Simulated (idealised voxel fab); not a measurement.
Proc. module: voxel local oxidation
This is section cut - it's 265 nm across, gridded in 5 nm square cells.
In this document a cross-section is written as a grid of square cells. It is given as a series of bands, listed from the top down, and a band is one or more rows of cells. First you get the band's top height and its bottom height, in nm, and then the materials it's made of, left to right, with each width in nm. If you see a single material with "all across", that one covers the band edge to edge. "air" is empty space. Ref level 0: as-received wafer is one material below here. Bottom band extends down with no lower bound ("0 down"). Width "30->40": first value at the band's top row of cells, second value at its bottom row, equal change from row to row. When a step is marked "remains unaltered", none of the cells in the cross-section changed during that step. "Non-vented voids" - sealed voids, min. 8 cells, no opening to top; format: width x height at distance (distance from left edge; nm throughout). That trailing text on a step's line, after the settings, is the simulator's own remark on the step. "overlay nm" denotes, for a step that has a mask, the displacement of the mask to the right of its planned place, with negative values corresponding to the left.
### The following list gives the planned process steps
1,op RECEIVE | material Si
2,op CONFORMAL_DEP | material SiO2 | thk nm 5
3,op CONFORMAL_DEP | material SiN | thk nm 15
4,op MASKED_ETCH | tone cover | mask id ACTIVE | width nm 95 | pitch nm 120 | etch materials SiN | depth nm 15 | overlay nm 0
5,op SELECTIVE_ETCH | etch materials SiO2 | depth nm 5
6,op OXIDIZE | depth nm 10
7,op STRIP | etch materials SiN
### First of two wafers, processed according to plan
### Received-state cross-section, reflecting completion of step 1
0 down  Si all across
Non-vented voids: none
### Cross-section of the wafer subsequent to step 2
5 to 0  SiO2 all across
Below 0, no change.
### Cross-section of the wafer subsequent to step 3
20 to 5  SiN all across
Below 5, no change.
### Cross-section of the wafer subsequent to step 4
20 to 5  air 25; SiN 95; air 25; SiN 95; air 25
Below 5, no change.
### Cross-section of the wafer subsequent to step 5
20 to 5  air 25; SiN 95; air 25; SiN 95; air 25
5 to 0  air 30; SiO2 85; air 35; SiO2 85; air 30
Below 0, no change.
### Cross-section of the wafer subsequent to step 6
20 to 5  air 25; SiN 95; air 25; SiN 95; air 25
5 to 0  air 30; SiO2 85; air 35; SiO2 85; air 30
0 to -10  SiO2 40; Si 65; SiO2 55; Si 65; SiO2 40
Below -10, no change.
### Cross-section of the wafer subsequent to step 7
5 to 0  air 30; SiO2 85; air 35; SiO2 85; air 30
Below 0, no change.
### Wafer two. Same start, same plan, one slip in execution. Same as wafer one through step 5, inclusive
### Second wafer shown in cross-section at the time step 6 was slated to end
5 to 0  air 30; SiO2 85; air 35; SiO2 85; air 30
Below 0, no change.
### Second wafer shown in cross-section at the time step 7 was slated to end
5 to 0  air 30; SiO2 85; air 35; SiO2 85; air 30
0 to -10  SiO2 40; Si 65; SiO2 55; Si 65; SiO2 40
Below -10, no change.
Heads up, the wafer didn't run the way we planned it: steps 6 and 7 got flipped, so each one ran where the other should have
at the end the two cross-sections are the same: no effect in what this model computes
